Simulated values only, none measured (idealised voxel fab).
Documented hereafter: the process module known as voxel wiring stack.
In the cross-section labelled cut, the width is 300 nm and each square cell is 5 nm.
Cross-section format: a grid of square cells, given as bands from top to bottom; each band is one or more rows of cells. Basically the band line says how high the top is and how high the bottom is, in nm, and then what's in it from left to right, every material with its width in nm. Empty space shows up as "blank", and if a single material carries "all across" it runs the full band edge to edge. A quick word on heights: they are counted from 0, and under that level the wafer as it came to us is one material throughout. The lowest band is different from the rest in having no bottom; it simply continues downward, written as in "0..down". Think of "30->40" as a width that walks from the first number to the second as you go down the band, top row to bottom row, taking equal-sized steps from row to row. "nothing got changed" means the step left every cell of the cross-section as it was. The entry "Enclosed void catalog" lists the empty spaces that cover at least 8 cells and have no open path to the top. Each is written as width x height at distance, where the distance is measured from the left edge and all three values are in nm. The remark found on a step's line after its settings is issued by the simulator itself and pertains to that step. The "overlay nm" setting may appear on a step's line; for a step that uses a mask, it gives how far to the right of its planned position the mask lay, and a negative value indicates the left.
[Process steps (planned)]
1: RECEIVE | material Si
2: CONFORMAL_DEP | material SiO2 | thk nm 15
3: CONFORMAL_DEP | material SiCN | thk nm 5
4: DIRECTIONAL_DEP | material lowk | thk nm 15
5: DIRECTIONAL_DEP | material aC | thk nm 10
6: PATTERN | tone open | mask id METAL_1 | material resist | width nm 25 | pitch nm 40 | thk nm 30 | overlay nm 0
7: DIRECTIONAL_ETCH | etch materials aC | depth nm 10
8: STRIP | etch materials resist
9: DIRECTIONAL_ETCH | etch materials lowk | depth nm 15
10: DIRECTIONAL_ETCH | etch materials SiCN | depth nm 5
11: STRIP | etch materials aC
12: CONFORMAL_DEP | material TiN | thk nm 5
13: FILL_DEP | material Ru | thk nm 10
14: CMP | height nm 35
15: EPI | material Ru | thk nm 5
16: FILL_DEP | material SiCN | thk nm 5
17: DIRECTIONAL_DEP | material lowk | thk nm 15
18: DIRECTIONAL_DEP | material aC | thk nm 10
19: PATTERN | tone open | mask id PLUG_1 | material resist | width nm 15 | pitch nm 40 | thk nm 25 | overlay nm 0
20: DIRECTIONAL_ETCH | etch materials aC | depth nm 10
21: STRIP | etch materials resist
22: DIRECTIONAL_ETCH | etch materials lowk | depth nm 15
23: DIRECTIONAL_ETCH | etch materials SiCN | depth nm 5
24: STRIP | etch materials aC
25: EPI | material Ru | thk nm 10
26: EPI | material Ru | thk nm 10
27: DIRECTIONAL_DEP | material TiN | thk nm 5
28: DIRECTIONAL_DEP | material W | thk nm 20
29: PATTERN | tone cover | mask id METAL_2 | material resist | width nm 25 | pitch nm 40 | thk nm 15 | overlay nm 0
30: DIRECTIONAL_ETCH | etch materials W | depth nm 20
31: DIRECTIONAL_ETCH | etch materials TiN | depth nm 5
32: STRIP | etch materials resist
33: FILL_DEP | material SiO2 | thk nm 5
34: CMP | height nm 85
35: CONFORMAL_DEP | material SiCN | thk nm 5
36: DIRECTIONAL_DEP | material SiO2 | thk nm 35
37: DIRECTIONAL_DEP | material aC | thk nm 15
38: PATTERN | tone open | mask id METAL_3 | material resist | width nm 25 | pitch nm 40 | thk nm 35 | overlay nm 0
39: DIRECTIONAL_ETCH | etch materials aC | depth nm 15
40: STRIP | etch materials resist
41: DIRECTIONAL_ETCH | etch materials SiO2 | depth nm 20
42: STRIP | etch materials aC
43: PATTERN | tone open | mask id METAL_3_HOLES | material resist | width nm 15 | thk nm 15 | overlay nm 0
44: DIRECTIONAL_ETCH | etch materials SiO2 | depth nm 15
45: DIRECTIONAL_ETCH | etch materials SiCN | depth nm 5
46: STRIP | etch materials resist
47: CONFORMAL_DEP | material TiN | thk nm 5
48: FILL_DEP | material Ru | thk nm 10
49: CMP | height nm 125
50: CONFORMAL_DEP | material SiCN | thk nm 5
51: DIRECTIONAL_DEP | material lowk | thk nm 25
52: PATTERN | tone open | mask id METAL_4_HOLES | material resist | width nm 15 | pitch nm 40 | thk nm 20 | overlay nm 0
53: DIRECTIONAL_ETCH | etch materials lowk | depth nm 25
54: STRIP | etch materials resist
55: PATTERN | tone open | mask id METAL_4 | material resist | width nm 25 | pitch nm 40 | thk nm 20 | overlay nm 0
56: DIRECTIONAL_ETCH | etch materials lowk | depth nm 15
57: DIRECTIONAL_ETCH | etch materials SiCN | depth nm 5
58: STRIP | etch materials resist
59: CONFORMAL_DEP | material TiN | thk nm 5
60: FILL_DEP | material Cu | thk nm 5
61: CMP | height nm 155
62: CONFORMAL_DEP | material SiCN | thk nm 5
[Wafer at receipt (post step 1), cross-section]
    0..down  Si all across
    Enclosed void catalog: none
[Post-module cross-section: identical start and plan to those above, one misstep in execution]
    160..155  SiCN all across
    155..145  lowk 115, TiN 5, Cu 15, TiN 5, lowk 15, TiN 5, Cu 15, TiN 5, lowk 120
    145..140  lowk 115, TiN 5, Cu 5, TiN 15, lowk 15, TiN 5, Cu 5, TiN 15, lowk 120
    140..130  lowk 115, TiN 5, Cu 5, TiN 5, lowk 25, TiN 5, Cu 5, TiN 5, lowk 130
    130..125  SiCN 115, TiN 15, SiCN 25, TiN 15, SiCN 130
    125..105  SiO2 115, TiN 5, Ru 15, TiN 5, SiO2 15, TiN 5, Ru 15, TiN 5, SiO2 120
    105..100  SiO2 115, TiN 5, Ru 5, TiN 15, SiO2 15, TiN 25, SiO2 120
    100..90  SiO2 115, TiN 5, Ru 5, TiN 5, SiO2 170
    90..85  SiCN 115, TiN 15, SiCN 170
    85..65  SiO2 115, W 25, SiO2 15, W 25, SiO2 120
    65..60  SiO2 115, TiN 25, SiO2 15, TiN 25, SiO2 120
    60..45  lowk 115, Ru 15, lowk 25, Ru 15, lowk 130
    45..35  SiCN 115->110, Ru 15->35, SiCN 25->5, Ru 15->35, SiCN 130->115
    35..20  lowk 115, TiN 5, Ru 15, TiN 5, lowk 15, TiN 5, Ru 15, TiN 5, lowk 120
    20..15  SiCN 115, TiN 25, SiCN 15, TiN 25, SiCN 120
    15..0  SiO2 all across
    0..down  Si all across
    Enclosed void catalog: none
Which mistake was made when the wafer was run? step 41 did not happen as planned, as run it was DIRECTIONAL_ETCH | etch materials SiO2 | depth nm 25
